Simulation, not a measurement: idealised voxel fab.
Name of the process module below: voxel self aligned contacts
The cross-section on display is named cut; it measures 185 nm wide, and its cells are 5 nm squares.
Reading order for cross-sections: top band down to bottom band. Underlying form: a grid of square cells. Band size: one or more rows of cells. Per band: top height and bottom height in nm, followed by the left-to-right materials and their widths in nm; "everywhere" marks a single material spanning edge to edge, "blank" marks empty space. Counting heights begins at 0, where everything beneath is, in the wafer as received, one material. The lowest band has no bottom; it goes on downwards, as "from 0 down" shows. You'd read "30->40" like this: the band's top row of cells is as wide as the first number, its bottom row is as wide as the second, and going down, every row changes width by the same amount as the row before did. Where a step carries "remains unaltered", the cross-section came out of it unchanged, cell for cell. What "Entrapped void list" gives you is every empty space of 8 cells or more that is cut off from the top. Each appears as width x height at distance, with the distance taken from the left edge and width, height and distance all in nm. Step line, after settings: the simulator's comment on this step. "overlay nm" denotes, for a step that has a mask, the displacement of the mask to the right of its planned place, with negative values corresponding to the left.

These are the steps we planned for the process:
1) RECEIVE, material Si
2) CONFORMAL_DEP, material SiO2, thk nm 5
3) DIRECTIONAL_DEP, material polySi, thk nm 25
4) DIRECTIONAL_DEP, material SiN, thk nm 20
5) PATTERN, tone cover, mask id GATE, material resist, width nm 25, pitch nm 60, thk nm 20, overlay nm -5
6) DIRECTIONAL_ETCH, etch materials SiN, depth nm 20
7) DIRECTIONAL_ETCH, etch materials polySi, depth nm 25
8) STRIP, etch materials resist
9) CONFORMAL_DEP, material SiN, thk nm 5
10) DIRECTIONAL_ETCH, etch materials SiN, depth nm 5
11) FILL_DEP, material SiO2, thk nm 20
12) CMP, height nm 60
13) PATTERN, tone open, mask id CONTACT, material resist, width nm 45, pitch nm 60, thk nm 15, overlay nm 0
14) DIRECTIONAL_ETCH, etch materials SiO2, depth nm 60
15) STRIP, etch materials resist
16) CONFORMAL_DEP, material TiN, thk nm 5
17) FILL_DEP, material Ru, thk nm 10
18) CMP, height nm 60
19) CONFORMAL_DEP, material SiCN, thk nm 5
The plan shows the overlay nm of step 5 as the first wafer had it; this setting differs between the wafers, which start out alike.

Cross-section of the first incoming wafer of several, state after step 1:
  from 0 down | Si everywhere
  Entrapped void list: none

Cross-section, first of several wafers, end of module, after last step 19:
  from 65 to 60 | SiCN everywhere
  from 60 to 50 | SiO2=40, TiN=5->10, Ru=35->15, TiN=5->20, SiO2=15, TiN=5->10, Ru=35->15, TiN=5->20, SiO2=40
  from 50 to 30 | SiO2=10, SiN=35, TiN=5, Ru=15, TiN=5, SiN=35, TiN=5, Ru=15, TiN=5, SiN=35, SiO2=20
  from 30 to 5 | SiO2=10, SiN=5, polySi=25, SiN=5, TiN=5, Ru=15, TiN=5, SiN=5, polySi=25, SiN=5, TiN=5, Ru=15, TiN=5, SiN=5, polySi=25, SiN=5, SiO2=20
  from 5 to 0 | SiO2=45, TiN=25, SiO2=35, TiN=25, SiO2=55
  from 0 down | Si everywhere
  Entrapped void list: none

Wafer cross-section (last wafer, module end):
  from 65 to 60 | SiCN everywhere
  from 60 to 50 | SiO2=40, TiN=5->20, Ru=35->15, TiN=5->10, SiO2=15, TiN=5->20, Ru=35->15, TiN=5->10, SiO2=40
  from 50 to 30 | SiO2=20, SiN=35, TiN=5, Ru=15, TiN=5, SiN=35, TiN=5, Ru=15, TiN=5, SiN=35, SiO2=10
  from 30 to 5 | SiO2=20, SiN=5, polySi=25, SiN=5, TiN=5, Ru=15, TiN=5, SiN=5, polySi=25, SiN=5, TiN=5, Ru=15, TiN=5, SiN=5, polySi=25, SiN=5, SiO2=10
  from 5 to 0 | SiO2=55, TiN=25, SiO2=35, TiN=25, SiO2=45
  from 0 down | Si everywhere
  Entrapped void list: none

Rows = wafers. At module end, each row lists per material the cells gained (+) or lost (-) since the wafer was received, then the closed voids:
overlay nm -5, +74 Ru, +37 SiCN, +114 SiN, +119 SiO2, +62 TiN, +75 polySi, Entrapped void list: none
overlay nm 0, +74 Ru, +37 SiCN, +114 SiN, +119 SiO2, +62 TiN, +75 polySi, Entrapped void list: none
overlay nm 5, +74 Ru, +37 SiCN, +114 SiN, +119 SiO2, +62 TiN, +75 polySi, Entrapped void list: none
